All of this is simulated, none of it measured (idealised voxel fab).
process module | voxel self aligned vias
cross-section cut | 295 nm wide | cells 5 nm
A cross-section is a grid of square cells, given in bands from the top down. A band is one or more rows of cells.
Each band's line starts with the height of the band's top and of its bottom, in nm. Then come its materials from left to right, each with its width in nm. One material with "throughout" fills the band from edge to edge. "air" is empty space.
Height 0 is the level under which the wafer as received is all one material. The lowest band goes on downwards, as in "0 down".
A width such as "30 to 40" changes by the same amount from each row of cells to the next, from the band's top row to its bottom row.
"no change" after a step means that no cell of the cross-section changed.
closed voids: empty space of 8 cells or more with no open way to the top, each as width x height at its distance from the left edge, in nm
after a step's settings: what the simulator itself notes on the step
overlay nm, on a step with a mask: how far to the right of its planned place the mask lay; to the left if negative
plan
1 op RECEIVE | material Si
2 op CONFORMAL_DEP | material SiO2 | thk nm 15
3 op CONFORMAL_DEP | material SiCN | thk nm 5
4 op DIRECTIONAL_DEP | material lowk | thk nm 25
5 op MASKED_ETCH | tone open | mask id LINES | width nm 20 | pitch nm 70 | etch materials lowk | depth nm 25 | overlay nm 0
6 op CONFORMAL_DEP | material TiN | thk nm 5
7 op FILL_DEP | material W | thk nm 10
8 op CMP | height nm 45
9 op SELECTIVE_ETCH | etch materials W Ru TiN | depth nm 10
10 op FILL_DEP | material SiN | thk nm 5
11 op CMP | height nm 45
12 op DIRECTIONAL_DEP | material lowk | thk nm 20
13 op DIRECTIONAL_DEP | material aC | thk nm 15
14 op PATTERN | tone open | mask id VIAS | material resist | width nm 40 | pitch nm 70 | thk nm 35 | overlay nm 0
15 op DIRECTIONAL_ETCH | etch materials aC | depth nm 15
16 op STRIP | etch materials resist
17 op DIRECTIONAL_ETCH | etch materials lowk | depth nm 20
18 op DIRECTIONAL_ETCH | etch materials SiN | depth nm 10
19 op STRIP | etch materials aC
20 op CONFORMAL_DEP | material TiN | thk nm 5
21 op FILL_DEP | material Cu | thk nm 10
22 op CMP | height nm 65
23 op CONFORMAL_DEP | material SiCN | thk nm 5
first wafer, as planned
as received, after step 1
  0 down: Si throughout
  closed voids: none
after step 2
  15 to 0: SiO2 throughout
  below 0: unchanged
after step 3
  20 to 15: SiCN throughout
  below 15: unchanged
after step 4
  45 to 20: lowk throughout
  below 20: unchanged
after step 5
  45 to 20: lowk 65 | air 20 | lowk 50 | air 20 | lowk 50 | air 20 | lowk 70
  below 20: unchanged
after step 6
  50 to 45: TiN 70 | air 10 | TiN 60 | air 10 | TiN 60 | air 10 | TiN 75
  45 to 25: lowk 65 | TiN 5 | air 10 | TiN 5 | lowk 50 | TiN 5 | air 10 | TiN 5 | lowk 50 | TiN 5 | air 10 | TiN 5 | lowk 70
  25 to 20: lowk 65 | TiN 20 | lowk 50 | TiN 20 | lowk 50 | TiN 20 | lowk 70
  below 20: unchanged
after step 7
  60 to 50: W throughout
  50 to 45: TiN 70 | W 10 | TiN 60 | W 10 | TiN 60 | W 10 | TiN 75
  45 to 25: lowk 65 | TiN 5 | W 10 | TiN 5 | lowk 50 | TiN 5 | W 10 | TiN 5 | lowk 50 | TiN 5 | W 10 | TiN 5 | lowk 70
  below 25: unchanged
after step 8
  45 to 25: lowk 65 | TiN 5 | W 10 | TiN 5 | lowk 50 | TiN 5 | W 10 | TiN 5 | lowk 50 | TiN 5 | W 10 | TiN 5 | lowk 70
  below 25: unchanged
after step 9
  45 to 35: lowk 65 | air 20 | lowk 50 | air 20 | lowk 50 | air 20 | lowk 70
  below 35: unchanged
after step 10
  50 to 45: SiN throughout
  45 to 35: lowk 65 | SiN 20 | lowk 50 | SiN 20 | lowk 50 | SiN 20 | lowk 70
  below 35: unchanged
after step 11
  45 to 35: lowk 65 | SiN 20 | lowk 50 | SiN 20 | lowk 50 | SiN 20 | lowk 70
  below 35: unchanged
after step 12
  65 to 45: lowk throughout
  below 45: unchanged
after step 13
  80 to 65: aC throughout
  below 65: unchanged
after step 14
  115 to 80: resist 55 | air 40 | resist 30 | air 40 | resist 30 | air 40 | resist 60
  below 80: unchanged
after step 15
  100 to 80: resist 55 | air 40 | resist 30 | air 40 | resist 30 | air 40 | resist 60
  80 to 65: aC 55 | air 40 | aC 30 | air 40 | aC 30 | air 40 | aC 60
  below 65: unchanged
after step 16
  80 to 65: aC 55 | air 40 | aC 30 | air 40 | aC 30 | air 40 | aC 60
  below 65: unchanged
after step 17
  80 to 65: aC 55 | air 40 | aC 30 | air 40 | aC 30 | air 40 | aC 60
  65 to 45: lowk 55 | air 40 | lowk 30 | air 40 | lowk 30 | air 40 | lowk 60
  below 45: unchanged
after step 18
  80 to 65: aC 55 | air 40 | aC 30 | air 40 | aC 30 | air 40 | aC 60
  65 to 45: lowk 55 | air 40 | lowk 30 | air 40 | lowk 30 | air 40 | lowk 60
  45 to 35: lowk 65 | air 20 | lowk 50 | air 20 | lowk 50 | air 20 | lowk 70
  below 35: unchanged
after step 19
  65 to 45: lowk 55 | air 40 | lowk 30 | air 40 | lowk 30 | air 40 | lowk 60
  below 45: unchanged
after step 20
  70 to 65: TiN 60 | air 30 | TiN 40 | air 30 | TiN 40 | air 30 | TiN 65
  65 to 50: lowk 55 | TiN 5 | air 30 | TiN 5 | lowk 30 | TiN 5 | air 30 | TiN 5 | lowk 30 | TiN 5 | air 30 | TiN 5 | lowk 60
  50 to 40: lowk 55 to 65 | TiN 15 to 5 | air 10 | TiN 15 to 5 | lowk 30 to 50 | TiN 15 to 5 | air 10 | TiN 15 to 5 | lowk 30 to 50 | TiN 15 to 5 | air 10 | TiN 15 to 5 | lowk 60 to 70
  40 to 35: lowk 65 | TiN 20 | lowk 50 | TiN 20 | lowk 50 | TiN 20 | lowk 70
  below 35: unchanged
after step 21
  80 to 70: Cu throughout
  70 to 65: TiN 60 | Cu 30 | TiN 40 | Cu 30 | TiN 40 | Cu 30 | TiN 65
  65 to 50: lowk 55 | TiN 5 | Cu 30 | TiN 5 | lowk 30 | TiN 5 | Cu 30 | TiN 5 | lowk 30 | TiN 5 | Cu 30 | TiN 5 | lowk 60
  50 to 40: lowk 55 to 65 | TiN 15 to 5 | Cu 10 | TiN 15 to 5 | lowk 30 to 50 | TiN 15 to 5 | Cu 10 | TiN 15 to 5 | lowk 30 to 50 | TiN 15 to 5 | Cu 10 | TiN 15 to 5 | lowk 60 to 70
  below 40: unchanged
after step 22
  65 to 50: lowk 55 | TiN 5 | Cu 30 | TiN 5 | lowk 30 | TiN 5 | Cu 30 | TiN 5 | lowk 30 | TiN 5 | Cu 30 | TiN 5 | lowk 60
  below 50: unchanged
after step 23
  70 to 65: SiCN throughout
  below 65: unchanged
second wafer: like start, like plan, one mistake. Through step 2 it matches the first wafer
when step 3 should have ended
  40 to 15: lowk throughout
  below 15: unchanged
when step 4 should have ended
  45 to 40: SiCN throughout
  below 40: unchanged
when step 5 should have ended: no change
when step 6 should have ended
  50 to 45: TiN throughout
  below 45: unchanged
when step 7 should have ended
  60 to 50: W throughout
  below 50: unchanged
when step 8 should have ended
  45 to 40: SiCN throughout
  below 40: unchanged
when step 9 should have ended: no change
when step 10 should have ended
  50 to 45: SiN throughout
  below 45: unchanged
when step 11 should have ended
  45 to 40: SiCN throughout
  below 40: unchanged
when step 12 should have ended
  65 to 45: lowk throughout
  below 45: unchanged
when step 13 should have ended
  80 to 65: aC throughout
  below 65: unchanged
when step 14 should have ended
  115 to 80: resist 55 | air 40 | resist 30 | air 40 | resist 30 | air 40 | resist 60
  below 80: unchanged
when step 15 should have ended
  100 to 80: resist 55 | air 40 | resist 30 | air 40 | resist 30 | air 40 | resist 60
  80 to 65: aC 55 | air 40 | aC 30 | air 40 | aC 30 | air 40 | aC 60
  below 65: unchanged
when step 16 should have ended
  80 to 65: aC 55 | air 40 | aC 30 | air 40 | aC 30 | air 40 | aC 60
  below 65: unchanged
when step 17 should have ended
  80 to 65: aC 55 | air 40 | aC 30 | air 40 | aC 30 | air 40 | aC 60
  65 to 45: lowk 55 | air 40 | lowk 30 | air 40 | lowk 30 | air 40 | lowk 60
  below 45: unchanged
when step 18 should have ended: no change
when step 19 should have ended
  65 to 45: lowk 55 | air 40 | lowk 30 | air 40 | lowk 30 | air 40 | lowk 60
  below 45: unchanged
when step 20 should have ended
  70 to 65: TiN 60 | air 30 | TiN 40 | air 30 | TiN 40 | air 30 | TiN 65
  65 to 50: lowk 55 | TiN 5 | air 30 | TiN 5 | lowk 30 | TiN 5 | air 30 | TiN 5 | lowk 30 | TiN 5 | air 30 | TiN 5 | lowk 60
  50 to 45: lowk 55 | TiN 40 | lowk 30 | TiN 40 | lowk 30 | TiN 40 | lowk 60
  below 45: unchanged
when step 21 should have ended
  80 to 70: Cu throughout
  70 to 65: TiN 60 | Cu 30 | TiN 40 | Cu 30 | TiN 40 | Cu 30 | TiN 65
  65 to 50: lowk 55 | TiN 5 | Cu 30 | TiN 5 | lowk 30 | TiN 5 | Cu 30 | TiN 5 | lowk 30 | TiN 5 | Cu 30 | TiN 5 | lowk 60
  below 50: unchanged
when step 22 should have ended
  65 to 50: lowk 55 | TiN 5 | Cu 30 | TiN 5 | lowk 30 | TiN 5 | Cu 30 | TiN 5 | lowk 30 | TiN 5 | Cu 30 | TiN 5 | lowk 60
  below 50: unchanged
when step 23 should have ended
  70 to 65: SiCN throughout
  below 65: unchanged
what went wrong: steps 3 and 4 were swapped
at the end the second wafer has, in cells: 12 fewer of Cu | 36 fewer of TiN | 12 fewer of W | 60 more of lowk
